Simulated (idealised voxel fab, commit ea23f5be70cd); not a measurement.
The process module presented herein is designated voxel capacitor over wiring.
Square cells of 5 nm make up the cross-section cut, whose width is 240 nm.
How to read a cross-section here: the picture is a grid of square cells, written as bands going from the top down, and any band can span one or more rows of cells.
Quick guide to a band line: top height, bottom height (nm) up front; then every material left to right with its width in nm. Only one material and it's marked "edge to edge"? Then it fills the band edge to edge. And "blank" just means empty space.
The reference from which all heights are counted is 0, the level beneath which the as-received wafer is entirely one material; the lowest band, having no lower bound, proceeds downward and is written after the example "0 down".
Per-row width for "30..40": begins at first number (top row of band), ends at second number (bottom row), increment between rows held constant.
A step reported as "nothing was modified" is a step in which no cell of the cross-section changed.
Basically, "Closed void list" tells you about the enclosed voids: empty spaces with no open way to the top, 8 cells or bigger, each written width x height at distance, where distance is from the left edge, all in nm.
Step line, after settings: the simulator's comment on this step.
The setting "overlay nm" may be written on the line of a step. When the step uses a mask, the value reports how far to the right of the planned place the mask lay, and a negative value reports that it lay to the left.
Pairs ahead. Before: cross-section ahead of one process step. After: cross-section once the step is done, shown to the lowest changed band only. Under each pair: that step, with settings. Caution: pairs may come from different runs of this module on the same starting wafer; a pair follows the pair above only where its "Pre-step profile" entry says so.
-- Pre-step profile
100 to 90 | aC edge to edge
90 to 80 | SiO2 edge to edge
80 to 70 | SiO2=75 / TiN=65 / SiO2=100
70 to 65 | SiO2=75 / SiN=65 / SiO2=100
65 to 60 | SiO2=70 / TiN=75 / SiO2=95
60 to 40 | lowk=75 / Ru=15 / lowk=150
40 to 35 | SiCN=75 / Ru=15 / SiCN=150
35 to 20 | SiO2=60 / W=30 / SiO2=60 / W=30 / SiO2=60
20 to 15 | SiO2=60 / TiN=30 / SiO2=60 / TiN=30 / SiO2=60
15 to 0 | SiO2 edge to edge
0 down | Si edge to edge
Closed void list: none
-- Section, Post-Step
125 to 100 | resist=95 / blank=15 / resist=130
Note: structure below 100 unchanged.
Closed void list: none
The step occurring between the two cross-sections depicted above is identified as PATTERN (tone open; mask id PLUG_2; material resist; width nm 15; thk nm 25; overlay nm 10)
Pre-step profile: This step starts from the configuration shown after the step in the pair immediately above.
-- Section, Post-Step
115 to 100 | resist=95 / blank=15 / resist=130
100 to 90 | aC=95 / blank=15 / aC=130
Note: structure below 90 unchanged.
Closed void list: none
The step occurring between the two cross-sections depicted above is identified as DIRECTIONAL_ETCH (etch materials aC; depth nm 10)
Pre-step profile: This step starts from the configuration shown after the step in the pair immediately above.
-- Section, Post-Step
100 to 90 | aC=95 / blank=15 / aC=130
Note: structure below 90 unchanged.
Closed void list: none
The step occurring between the two cross-sections depicted above is identified as STRIP (etch materials resist)
Pre-step profile: This step starts from the configuration shown after the step in the pair immediately above.
-- Section, Post-Step
100 to 90 | aC=95 / blank=15 / aC=130
90 to 80 | SiO2=95 / blank=15 / SiO2=130
Note: structure below 80 unchanged.
Closed void list: none
The step occurring between the two cross-sections depicted above is identified as DIRECTIONAL_ETCH (etch materials SiO2; depth nm 10)
Pre-step profile: This step starts from the configuration shown after the step in the pair immediately above.
-- Section, Post-Step
90 to 80 | SiO2=95 / blank=15 / SiO2=130
Note: structure below 80 unchanged.
Closed void list: none
The step occurring between the two cross-sections depicted above is identified as STRIP (etch materials aC)
Pre-step profile: This step starts from the configuration shown after the step in the pair immediately above.
-- Section, Post-Step
95 to 90 | TiN=100 / blank=5 / TiN=135
90 to 85 | SiO2=95 / TiN=5 / blank=5 / TiN=5 / SiO2=130
85 to 80 | SiO2=95 / TiN=15 / SiO2=130
Note: structure below 80 unchanged.
Closed void list: none
The step occurring between the two cross-sections depicted above is identified as CONFORMAL_DEP (material TiN; thk nm 5)
Pre-step profile: This step starts from the configuration shown after the step in the pair immediately above.
-- Section, Post-Step
100 to 95 | Ru edge to edge
95 to 90 | TiN=100 / Ru=5 / TiN=135
90 to 85 | SiO2=95 / TiN=5 / Ru=5 / TiN=5 / SiO2=130
Note: structure below 85 unchanged.
Closed void list: none
The step occurring between the two cross-sections depicted above is identified as FILL_DEP (material Ru; thk nm 5)
Pre-step profile: This step starts from the configuration shown after the step in the pair immediately above.
-- Section, Post-Step
90 to 85 | SiO2=95 / TiN=5 / Ru=5 / TiN=5 / SiO2=130
Note: structure below 85 unchanged.
Closed void list: none
The step occurring between the two cross-sections depicted above is identified as CMP (height nm 90)
Pre-step profile: This step starts from the configuration shown after the step in the pair immediately above.
-- Section, Post-Step
95 to 90 | SiN edge to edge
Note: structure below 90 unchanged.
Closed void list: none
The step occurring between the two cross-sections depicted above is identified as CONFORMAL_DEP (material SiN; thk nm 5)
-- Pre-step profile
90 to 85 | SiO2=85 / TiN=5 / Ru=5 / TiN=5 / SiO2=140
85 to 80 | SiO2=85 / TiN=15 / SiO2=140
80 to 70 | SiO2=75 / TiN=65 / SiO2=100
70 to 65 | SiO2=75 / SiN=65 / SiO2=100
65 to 60 | SiO2=70 / TiN=75 / SiO2=95
60 to 40 | lowk=75 / Ru=15 / lowk=150
40 to 35 | SiCN=75 / Ru=15 / SiCN=150
35 to 20 | SiO2=60 / W=30 / SiO2=60 / W=30 / SiO2=60
20 to 15 | SiO2=60 / TiN=30 / SiO2=60 / TiN=30 / SiO2=60
15 to 0 | SiO2 edge to edge
0 down | Si edge to edge
Closed void list: none
-- Section, Post-Step
95 to 90 | lowk edge to edge
Note: structure below 90 unchanged.
Closed void list: none
The step occurring between the two cross-sections depicted above is identified as CONFORMAL_DEP (material lowk; thk nm 5)
-- Pre-step profile
35 to 20 | W edge to edge
20 to 15 | TiN edge to edge
15 to 0 | SiO2 edge to edge
0 down | Si edge to edge
Closed void list: none
-- Section, Post-Step
35 to 20 | W=60 / blank=30 / W=60 / blank=30 / W=60
Note: structure below 20 unchanged.
Closed void list: none
The step occurring between the two cross-sections depicted above is identified as MASKED_ETCH (tone open; mask id METAL_1; width nm 30; pitch nm 90; etch materials W; depth nm 15; overlay nm 0)
Pre-step profile: This step starts from the configuration shown after the step in the pair immediately above.
-- Section, Post-Step
45 to 35 | SiO2 edge to edge
35 to 20 | W=60 / SiO2=30 / W=60 / SiO2=30 / W=60
Note: structure below 20 unchanged.
Closed void list: none
The step occurring between the two cross-sections depicted above is identified as FILL_DEP (material SiO2; thk nm 10)
Pre-step profile: This step starts from the configuration shown after the step in the pair immediately above.
-- Section, Post-Step
35 to 20 | W=60 / SiO2=30 / W=60 / SiO2=30 / W=60
Note: structure below 20 unchanged.
Closed void list: none
The step occurring between the two cross-sections depicted above is identified as CMP (height nm 35)
Pre-step profile: This step starts from the configuration shown after the step in the pair immediately above.
-- Section, Post-Step
40 to 35 | SiCN edge to edge
Note: structure below 35 unchanged.
Closed void list: none
The step occurring between the two cross-sections depicted above is identified as CONFORMAL_DEP (material SiCN; thk nm 5)
Pre-step profile: This step starts from the configuration shown after the step in the pair immediately above.
-- Section, Post-Step
60 to 40 | lowk edge to edge
Note: structure below 40 unchanged.
Closed void list: none
The step occurring between the two cross-sections depicted above is identified as DIRECTIONAL_DEP (material lowk; thk nm 20)
Pre-step profile: This step starts from the configuration shown after the step in the pair immediately above.
-- Section, Post-Step
80 to 60 | resist=75 / blank=15 / resist=150
Note: structure below 60 unchanged.
Closed void list: none
The step occurring between the two cross-sections depicted above is identified as PATTERN (tone open; mask id PLUG_1; material resist; width nm 15; thk nm 20; overlay nm 0)
Pre-step profile: This step starts from the configuration shown after the step in the pair immediately above.
-- Section, Post-Step
80 to 60 | resist=75 / blank=15 / resist=150
60 to 40 | lowk=75 / blank=15 / lowk=150
Note: structure below 40 unchanged.
Closed void list: none
The step occurring between the two cross-sections depicted above is identified as DIRECTIONAL_ETCH (etch materials lowk; depth nm 20)
Pre-step profile: This step starts from the configuration shown after the step in the pair immediately above.
-- Section, Post-Step
80 to 60 | resist=75 / blank=15 / resist=150
60 to 40 | lowk=75 / blank=15 / lowk=150
40 to 35 | SiCN=75 / blank=15 / SiCN=150
Note: structure below 35 unchanged.
Closed void list: none
The step occurring between the two cross-sections depicted above is identified as DIRECTIONAL_ETCH (etch materials SiCN; depth nm 5)
Pre-step profile: This step starts from the configuration shown after the step in the pair immediately above.
-- Section, Post-Step
60 to 40 | lowk=75 / blank=15 / lowk=150
Note: structure below 40 unchanged.
Closed void list: none
The step occurring between the two cross-sections depicted above is identified as STRIP (etch materials resist)
Pre-step profile: This step starts from the configuration shown after the step in the pair immediately above.
-- Section, Post-Step
65 to 60 | TiN=75 / blank=15 / TiN=150
60 to 40 | lowk=75 / blank=15 / lowk=150
40 to 35 | SiCN=75 / TiN=15 / SiCN=150
Note: structure below 35 unchanged.
Closed void list: none
The step occurring between the two cross-sections depicted above is identified as DIRECTIONAL_DEP (material TiN; thk nm 5)
Pre-step profile: This step starts from the configuration shown after the step in the pair immediately above.
-- Section, Post-Step
70 to 65 | SiN=75 / blank=15 / SiN=150
65 to 60 | TiN=75 / blank=15 / TiN=150
60 to 45 | lowk=75 / blank=15 / lowk=150
45 to 40 | lowk=75 / SiN=15 / lowk=150
Note: structure below 40 unchanged.
Closed void list: none
The step occurring between the two cross-sections depicted above is identified as DIRECTIONAL_DEP (material SiN; thk nm 5)
Pre-step profile: This step starts from the configuration shown after the step in the pair immediately above.
-- Section, Post-Step
80 to 70 | TiN=75 / blank=15 / TiN=150
70 to 65 | SiN=75 / blank=15 / SiN=150
65 to 60 | TiN=75 / blank=15 / TiN=150
60 to 55 | lowk=75 / blank=15 / lowk=150
55 to 45 | lowk=75 / TiN=15 / lowk=150
Note: structure below 45 unchanged.
Closed void list: none
The step occurring between the two cross-sections depicted above is identified as DIRECTIONAL_DEP (material TiN; thk nm 10)
Pre-step profile: This step starts from the configuration shown after the step in the pair immediately above.
-- Section, Post-Step
95 to 80 | blank=75 / resist=65 / blank=100
80 to 70 | TiN=75 / resist=15 / TiN=150
70 to 65 | SiN=75 / resist=15 / SiN=150
65 to 60 | TiN=75 / resist=15 / TiN=150
60 to 55 | lowk=75 / resist=15 / lowk=150
Note: structure below 55 unchanged.
Closed void list: none
The step occurring between the two cross-sections depicted above is identified as PATTERN (tone cover; mask id UPPER_PLATE; material resist; width nm 65; thk nm 15; overlay nm 0)
Pre-step profile: This step starts from the configuration shown after the step in the pair immediately above.
-- Section, Post-Step
95 to 80 | blank=75 / resist=65 / blank=100
80 to 70 | blank=75 / resist=15 / TiN=50 / blank=100
Note: structure below 70 unchanged.
Closed void list: none
The step occurring between the two cross-sections depicted above is identified as DIRECTIONAL_ETCH (etch materials TiN; depth nm 10)
Pre-step profile: This step starts from the configuration shown after the step in the pair immediately above.
-- Section, Post-Step
95 to 80 | blank=75 / resist=65 / blank=100
80 to 70 | blank=75 / resist=15 / TiN=50 / blank=100
70 to 65 | blank=75 / resist=15 / SiN=50 / blank=100
Note: structure below 65 unchanged.
Closed void list: none
The step occurring between the two cross-sections depicted above is identified as DIRECTIONAL_ETCH (etch materials SiN; depth nm 5)
Pre-step profile: This step starts from the configuration shown after the step in the pair immediately above.
-- Section, Post-Step
80 to 70 | blank=90 / TiN=50 / blank=100
70 to 65 | blank=90 / SiN=50 / blank=100
65 to 60 | TiN=75 / blank=15 / TiN=150
60 to 55 | lowk=75 / blank=15 / lowk=150
Note: structure below 55 unchanged.
Closed void list: none
The step occurring between the two cross-sections depicted above is identified as STRIP (etch materials resist)
Pre-step profile: This step starts from the configuration shown after the step in the pair immediately above.
-- Section, Post-Step
80 to 70 | blank=90 / TiN=50 / blank=100
70 to 65 | blank=90 / SiN=50 / blank=100
65 to 60 | blank=70 / TiN=5 / blank=15 / TiN=55 / blank=95
Note: structure below 60 unchanged.
Closed void list: none
The step occurring between the two cross-sections depicted above is identified as MASKED_ETCH (tone cover; mask id LOWER_PLATE; width nm 75; etch materials TiN; depth nm 5; overlay nm 0)
Pre-step profile: This step starts from the configuration shown after the step in the pair immediately above.
-- Section, Post-Step
95 to 80 | SiO2 edge to edge
80 to 70 | SiO2=90 / TiN=50 / SiO2=100
70 to 65 | SiO2=90 / SiN=50 / SiO2=100
65 to 60 | SiO2=70 / TiN=5 / SiO2=15 / TiN=55 / SiO2=95
60 to 55 | lowk=75 / SiO2=15 / lowk=150
Note: structure below 55 unchanged.
Closed void list: none
The step occurring between the two cross-sections depicted above is identified as FILL_DEP (material SiO2; thk nm 15)
Pre-step profile: This step starts from the configuration shown after the step in the pair immediately above.
-- Section, Post-Step
90 to 80 | SiO2 edge to edge
Note: structure below 80 unchanged.
Closed void list: none
The step occurring between the two cross-sections depicted above is identified as CMP (height nm 90)
Pre-step profile: This step starts from the configuration shown after the step in the pair immediately above.
-- Section, Post-Step
100 to 90 | aC edge to edge
Note: structure below 90 unchanged.
Closed void list: none
The step occurring between the two cross-sections depicted above is identified as DIRECTIONAL_DEP (material aC; thk nm 10)
Pre-step profile: This step starts from the configuration shown after the step in the pair immediately above.
-- Section, Post-Step
125 to 100 | resist=85 / blank=15 / resist=140
Note: structure below 100 unchanged.
Closed void list: none
The step occurring between the two cross-sections depicted above is identified as PATTERN (tone open; mask id PLUG_2; material resist; width nm 15; thk nm 25; overlay nm 0)
Pre-step profile: This step starts from the configuration shown after the step in the pair immediately above.
-- Section, Post-Step
115 to 100 | resist=85 / blank=15 / resist=140
100 to 90 | aC=85 / blank=15 / aC=140
Note: structure below 90 unchanged.
Closed void list: none
The step occurring between the two cross-sections depicted above is identified as DIRECTIONAL_ETCH (etch materials aC; depth nm 10)
Pre-step profile: This step starts from the configuration shown after the step in the pair immediately above.
-- Section, Post-Step
100 to 90 | aC=85 / blank=15 / aC=140
Note: structure below 90 unchanged.
Closed void list: none
The step occurring between the two cross-sections depicted above is identified as STRIP (etch materials resist)
Pre-step profile: This step starts from the configuration shown after the step in the pair immediately above.
-- Section, Post-Step
100 to 90 | aC=85 / blank=15 / aC=140
90 to 80 | SiO2=85 / blank=15 / SiO2=140
Note: structure below 80 unchanged.
Closed void list: none
The step occurring between the two cross-sections depicted above is identified as DIRECTIONAL_ETCH (etch materials SiO2; depth nm 10)
Pre-step profile: This step starts from the configuration shown after the step in the pair immediately above.
-- Section, Post-Step
90 to 80 | SiO2=85 / blank=15 / SiO2=140
Note: structure below 80 unchanged.
Closed void list: none
The step occurring between the two cross-sections depicted above is identified as STRIP (etch materials aC)
Pre-step profile: This step starts from the configuration shown after the step in the pair immediately above.
-- Section, Post-Step
95 to 90 | TiN=90 / blank=5 / TiN=145
90 to 85 | SiO2=85 / TiN=5 / blank=5 / TiN=5 / SiO2=140
85 to 80 | SiO2=85 / TiN=15 / SiO2=140
Note: structure below 80 unchanged.
Closed void list: none
The step occurring between the two cross-sections depicted above is identified as CONFORMAL_DEP (material TiN; thk nm 5)
Pre-step profile: This step starts from the configuration shown after the step in the pair immediately above.
-- Section, Post-Step
100 to 95 | Ru edge to edge
95 to 90 | TiN=90 / Ru=5 / TiN=145
90 to 85 | SiO2=85 / TiN=5 / Ru=5 / TiN=5 / SiO2=140
Note: structure below 85 unchanged.
Closed void list: none
The step occurring between the two cross-sections depicted above is identified as FILL_DEP (material Ru; thk nm 5)
Pre-step profile: This step starts from the configuration shown after the step in the pair immediately above.
-- Section, Post-Step
90 to 85 | SiO2=85 / TiN=5 / Ru=5 / TiN=5 / SiO2=140
Note: structure below 85 unchanged.
Closed void list: none
The step occurring between the two cross-sections depicted above is identified as CMP (height nm 90)
Pre-step profile: This step starts from the configuration shown after the step in the pair immediately above.
-- Section, Post-Step
95 to 90 | SiN edge to edge
Note: structure below 90 unchanged.
Closed void list: none
The step occurring between the two cross-sections depicted above is identified as CONFORMAL_DEP (material SiN; thk nm 5)
